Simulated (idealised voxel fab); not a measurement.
The following is a process module called voxel transistor to metal.
cross-section cut | 150 nm wide | cells 5 nm
Cross-section, as written here: a square-cell grid given band by band from the top down, where a band holds one or more rows of cells. It is stipulated that each band's entry specify, in nanometres, the height of the top of the band and then that of its bottom, followed by the materials of the band in left-to-right sequence, each together with its width in nanometres. A single material marked by the word "edge to edge" is understood to fill the band from edge to edge; the word "air" is understood to denote empty space. Convention: height 0 is the level below which the wafer, as received, is all one material. The lowest band does not terminate at the bottom but continues downward, represented as "top 0, no bottom". Think of "30 to 40" as a width that walks from the first number to the second as you go down the band, top row to bottom row, taking equal-sized steps from row to row. For the purposes of this document, the phrase "remains unaltered" attached to a step denotes that no cell within the cross-section was modified by that step. Closed-off voids of 8+ cells (no open route to the top) go in "Enclosed internal cavities", written width x height at distance from the left edge, in nm. Post-settings text on a step line: simulator's own remark regarding the step. When a step includes a mask, the "overlay nm" setting on its line states how far to the right of its planned place that mask lay, and negative values state how far to the left.

**Set out below are the planned steps of the process**
| 1 | RECEIVE | material Si |
| 2 | OXIDIZE | depth nm 5 |
| 3 | CONFORMAL_DEP | material SiN | thk nm 10 |
| 4 | PATTERN | tone cover | mask id ACTIVE | material resist | width nm 120 | thk nm 15 | overlay nm 0 |
| 5 | DIRECTIONAL_ETCH | etch materials SiN | depth nm 10 |
| 6 | DIRECTIONAL_ETCH | etch materials SiO2 | depth nm 5 |
| 7 | DIRECTIONAL_ETCH | etch materials Si | depth nm 35 |
| 8 | STRIP | etch materials resist |
| 9 | FILL_DEP | material SiO2 | thk nm 10 |
| 10 | CMP | height nm 10 |
| 11 | SELECTIVE_ETCH | etch materials SiO2 | depth nm 10 |
| 12 | STRIP | etch materials SiN |
| 13 | SELECTIVE_ETCH | etch materials SiO2 | depth nm 5 |
| 14 | OXIDIZE | depth nm 5 |
| 15 | DIRECTIONAL_DEP | material polySi | thk nm 20 |
| 16 | DIRECTIONAL_DEP | material SiCN | thk nm 15 |
| 17 | MASKED_ETCH | tone cover | mask id GATE | width nm 30 | etch materials SiCN | depth nm 25 | overlay nm 0 |
| 18 | MASKED_ETCH | tone cover | mask id GATE | width nm 30 | etch materials polySi | depth nm 30 | overlay nm 0 |
| 19 | CONFORMAL_DEP | material SiO2 | thk nm 5 |
| 20 | DIRECTIONAL_ETCH | etch materials SiO2 | depth nm 5 |
| 21 | CONFORMAL_DEP | material SiN | thk nm 10 |
| 22 | DIRECTIONAL_ETCH | etch materials SiN | depth nm 10 |
| 23 | DIRECTIONAL_ETCH | etch materials SiO2 | depth nm 5 |
| 24 | DIRECTIONAL_ETCH | etch materials Si | depth nm 5 |
| 25 | EPI | material nSi | thk nm 5 |
| 26 | FILL_DEP | material SiO2 | thk nm 5 |
| 27 | CMP | height nm 15 |
| 28 | STRIP | etch materials polySi |
| 29 | SELECTIVE_ETCH | etch materials SiO2 | depth nm 5 |
| 30 | CONFORMAL_DEP | material HfO2 | thk nm 5 |
| 31 | CONFORMAL_DEP | material TiN | thk nm 5 |
| 32 | FILL_DEP | material W | thk nm 5 |
| 33 | CMP | height nm 10 |
| 34 | DIRECTIONAL_DEP | material SiO2 | thk nm 15 |
| 35 | PATTERN | tone open | mask id CONTACT | material resist | width nm 20 | pitch nm 90 | thk nm 15 | overlay nm 0 |
| 36 | DIRECTIONAL_ETCH | etch materials SiO2 | depth nm 35 |
| 37 | STRIP | etch materials resist |
| 38 | CONFORMAL_DEP | material TiN | thk nm 5 |
| 39 | FILL_DEP | material W | thk nm 10 |
| 40 | CMP | height nm 25 |
| 41 | CONFORMAL_DEP | material SiCN | thk nm 5 |
| 42 | DIRECTIONAL_DEP | material lowk | thk nm 25 |
| 43 | MASKED_ETCH | tone open | mask id METAL_1 | width nm 20 | pitch nm 90 | etch materials lowk | depth nm 25 | overlay nm 0 |
| 44 | MASKED_ETCH | tone open | mask id METAL_1 | width nm 20 | pitch nm 90 | etch materials SiCN | depth nm 5 | overlay nm 0 |
| 45 | CONFORMAL_DEP | material TiN | thk nm 5 |
| 46 | FILL_DEP | material Cu | thk nm 10 |
| 47 | CMP | height nm 55 |
| 48 | CONFORMAL_DEP | material SiCN | thk nm 5 |
| 49 | DIRECTIONAL_DEP | material lowk | thk nm 25 |
| 50 | DIRECTIONAL_DEP | material aC | thk nm 10 |
| 51 | PATTERN | tone open | mask id METAL_2 | material resist | width nm 20 | pitch nm 90 | thk nm 30 | overlay nm 0 |
| 52 | DIRECTIONAL_ETCH | etch materials aC | depth nm 10 |
| 53 | STRIP | etch materials resist |
| 54 | DIRECTIONAL_ETCH | etch materials lowk | depth nm 15 |
| 55 | STRIP | etch materials aC |
| 56 | DIRECTIONAL_DEP | material aC | thk nm 15 |
| 57 | PATTERN | tone open | mask id METAL_2_HOLES | material resist | width nm 15 | pitch nm 90 | thk nm 30 | overlay nm 0 |
| 58 | DIRECTIONAL_ETCH | etch materials aC | depth nm 15 |
| 59 | STRIP | etch materials resist |
| 60 | DIRECTIONAL_ETCH | etch materials lowk | depth nm 10 |
| 61 | DIRECTIONAL_ETCH | etch materials SiCN | depth nm 5 |
| 62 | STRIP | etch materials aC |
| 63 | CONFORMAL_DEP | material TiN | thk nm 5 |
| 64 | FILL_DEP | material Ru | thk nm 10 |
| 65 | CMP | height nm 85 |
| 66 | CONFORMAL_DEP | material SiN | thk nm 5 |

**Incoming wafer in cross-section (state: after step 1)**
- top 0, no bottom = Si edge to edge
- Enclosed internal cavities: none

**Here's the cross-section of the first of our two wafers at the end of the module - it ran as planned**
- top 90, bottom 85 = SiN edge to edge
- top 85, bottom 75 = 20 nm lowk / 5 nm TiN / 10 nm Ru / 5 nm TiN / 70 nm lowk / 5 nm TiN / 10 nm Ru / 5 nm TiN / 20 nm lowk
- top 75, bottom 70 = 20 nm lowk / 5 nm TiN / 5 nm Ru / 10 nm TiN / 70 nm lowk / 5 nm TiN / 5 nm Ru / 10 nm TiN / 20 nm lowk
- top 70, bottom 60 = 20 nm lowk / 5 nm TiN / 5 nm Ru / 5 nm TiN / 75 nm lowk / 5 nm TiN / 5 nm Ru / 5 nm TiN / 25 nm lowk
- top 60, bottom 55 = 20 nm SiCN / 15 nm TiN / 75 nm SiCN / 15 nm TiN / 25 nm SiCN
- top 55, bottom 30 = 20 nm lowk / 5 nm TiN / 10 nm Cu / 5 nm TiN / 70 nm lowk / 5 nm TiN / 10 nm Cu / 5 nm TiN / 20 nm lowk
- top 30, bottom 25 = 20 nm SiCN / 20 nm TiN / 70 nm SiCN / 20 nm TiN / 20 nm SiCN
- top 25, bottom 10 = 20 nm SiO2 / 5 nm TiN / 10 nm W / 5 nm TiN / 70 nm SiO2 / 5 nm TiN / 10 nm W / 5 nm TiN / 20 nm SiO2
- top 10, bottom 0 = 20 nm SiO2 / 5 nm TiN / 10 nm W / 5 nm TiN / 5 nm SiO2 / 10 nm SiN / 5 nm HfO2 / 5 nm TiN / 20 nm W / 5 nm TiN / 5 nm HfO2 / 10 nm SiN / 5 nm SiO2 / 5 nm TiN / 10 nm W / 5 nm TiN / 20 nm SiO2
- top 0, bottom -5 = 20 nm SiO2 / 5 nm TiN / 10 nm W / 5 nm TiN / 5 nm SiO2 / 10 nm SiN / 5 nm HfO2 / 30 nm TiN / 5 nm HfO2 / 10 nm SiN / 5 nm SiO2 / 5 nm TiN / 10 nm W / 5 nm TiN / 20 nm SiO2
- top -5, bottom -10 = 20 nm SiO2 / 20 nm TiN / 5 nm nSi / 10 nm SiO2 / 40 nm HfO2 / 10 nm SiO2 / 5 nm nSi / 20 nm TiN / 20 nm SiO2
- top -10, bottom -15 = 15 nm SiO2 / 30 nm nSi / 60 nm Si / 30 nm nSi / 15 nm SiO2
- top -15, bottom -40 = 15 nm SiO2 / 120 nm Si / 15 nm SiO2
- top -40, no bottom = Si edge to edge
- Enclosed internal cavities: none

**Second wafer through the module, sectioned at the end: same beginning and same plan as the first wafer, with one mistake in carrying it out**
- top 90, bottom 85 = SiN edge to edge
- top 85, bottom 75 = 20 nm lowk / 5 nm TiN / 10 nm Ru / 5 nm TiN / 70 nm lowk / 5 nm TiN / 10 nm Ru / 5 nm TiN / 20 nm lowk
- top 75, bottom 70 = 20 nm lowk / 5 nm TiN / 5 nm Ru / 10 nm TiN / 70 nm lowk / 5 nm TiN / 5 nm Ru / 10 nm TiN / 20 nm lowk
- top 70, bottom 60 = 20 nm lowk / 5 nm TiN / 5 nm Ru / 5 nm TiN / 75 nm lowk / 5 nm TiN / 5 nm Ru / 5 nm TiN / 25 nm lowk
- top 60, bottom 55 = 20 nm SiCN / 15 nm TiN / 75 nm SiCN / 15 nm TiN / 25 nm SiCN
- top 55, bottom 30 = 20 nm lowk / 5 nm TiN / 10 nm Cu / 5 nm TiN / 70 nm lowk / 5 nm TiN / 10 nm Cu / 5 nm TiN / 20 nm lowk
- top 30, bottom 25 = 20 nm SiCN / 20 nm TiN / 70 nm SiCN / 20 nm TiN / 20 nm SiCN
- top 25, bottom 10 = 20 nm SiO2 / 5 nm TiN / 10 nm W / 5 nm TiN / 70 nm SiO2 / 5 nm TiN / 10 nm W / 5 nm TiN / 20 nm SiO2
- top 10, bottom -5 = 20 nm SiO2 / 5 nm TiN / 10 nm W / 5 nm TiN / 5 nm SiO2 / 10 nm SiN / 5 nm TiN / 30 nm W / 5 nm TiN / 10 nm SiN / 5 nm SiO2 / 5 nm TiN / 10 nm W / 5 nm TiN / 20 nm SiO2
- top -5, bottom -10 = 20 nm SiO2 / 20 nm TiN / 5 nm nSi / 10 nm SiO2 / 40 nm TiN / 10 nm SiO2 / 5 nm nSi / 20 nm TiN / 20 nm SiO2
- top -10, bottom -15 = 15 nm SiO2 / 30 nm nSi / 60 nm Si / 30 nm nSi / 15 nm SiO2
- top -15, bottom -40 = 15 nm SiO2 / 120 nm Si / 15 nm SiO2
- top -40, no bottom = Si edge to edge
- Enclosed internal cavities: none
Diagnosis: step 30 of the plan was omitted and not executed
Wafer comparison, final, in cells, second relative to first, materials more or fewer: HfO2 -14, TiN +4, W +10
